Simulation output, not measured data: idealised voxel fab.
process module | voxel gate over fins
cross-section cut | 240 nm wide | cells 5 nm
A cross-section is a grid of square cells, given in bands from the top down. A band is one or more rows of cells.
Each band's line starts with the height of the band's top and of its bottom, in nm. Then come its materials from left to right, each with its width in nm. One material with "throughout" fills the band from edge to edge. "air" is empty space.
Height 0 is the level under which the wafer as received is all one material. The lowest band goes on downwards, as in "0 down".
A width such as "30 to 40" changes by the same amount from each row of cells to the next, from the band's top row to its bottom row.
"no change" after a step means that no cell of the cross-section changed.
closed voids: empty space of 8 cells or more with no open way to the top, each as width x height at its distance from the left edge, in nm
after a step's settings: what the simulator itself notes on the step
overlay nm, on a step with a mask: how far to the right of its planned place the mask lay; to the left if negative
plan
1 op RECEIVE | material Si
2 op CONFORMAL_DEP | material SiN | thk nm 5
3 op PATTERN | tone cover | mask id FINS | material resist | width nm 15 | pitch nm 50 | thk nm 15 | overlay nm 0
4 op DIRECTIONAL_ETCH | etch materials SiN | depth nm 5
5 op DIRECTIONAL_ETCH | etch materials Si | depth nm 30
6 op STRIP | etch materials resist
7 op OXIDIZE | depth nm 5
8 op FILL_DEP | material SiO2 | thk nm 5
9 op CMP | height nm 5
10 op MASKED_ETCH | tone open | mask id RAIL | width nm 15 | etch materials SiO2 | depth nm 30 | overlay nm 0
11 op CONFORMAL_DEP | material TiN | thk nm 5
12 op FILL_DEP | material W | thk nm 10
13 op CMP | height nm 5
14 op SELECTIVE_ETCH | etch materials W Ru TiN | depth nm 20
15 op FILL_DEP | material SiO2 | thk nm 5
16 op CMP | height nm 5
17 op SELECTIVE_ETCH | etch materials SiO2 | depth nm 15
18 op STRIP | etch materials SiN
19 op CONFORMAL_DEP | material HfO2 | thk nm 5
20 op CONFORMAL_DEP | material TiN | thk nm 5
21 op FILL_DEP | material W | thk nm 15
22 op CMP | height nm 20
23 op CONFORMAL_DEP | material SiN | thk nm 5
varied across the wafers: width nm of step 3. The plan shows the first wafer's value. All wafers start alike
first wafer as received, after step 1
  0 down: Si throughout
  closed voids: none
each wafer at the end: cells of each material gained (+) or lost (-) since it was received, then its closed voids
width nm 15 | +56 HfO2 | -322 Si | +48 SiN | +224 SiO2 | +61 TiN | +173 W | closed voids: none
width nm 20 | +56 HfO2 | -308 Si | +48 SiN | +214 SiO2 | +61 TiN | +169 W | closed voids: none
width nm 25 | +56 HfO2 | -294 Si | +48 SiN | +204 SiO2 | +61 TiN | +165 W | closed voids: none
width nm 30 | +56 HfO2 | -280 Si | +48 SiN | +194 SiO2 | +61 TiN | +161 W | closed voids: none
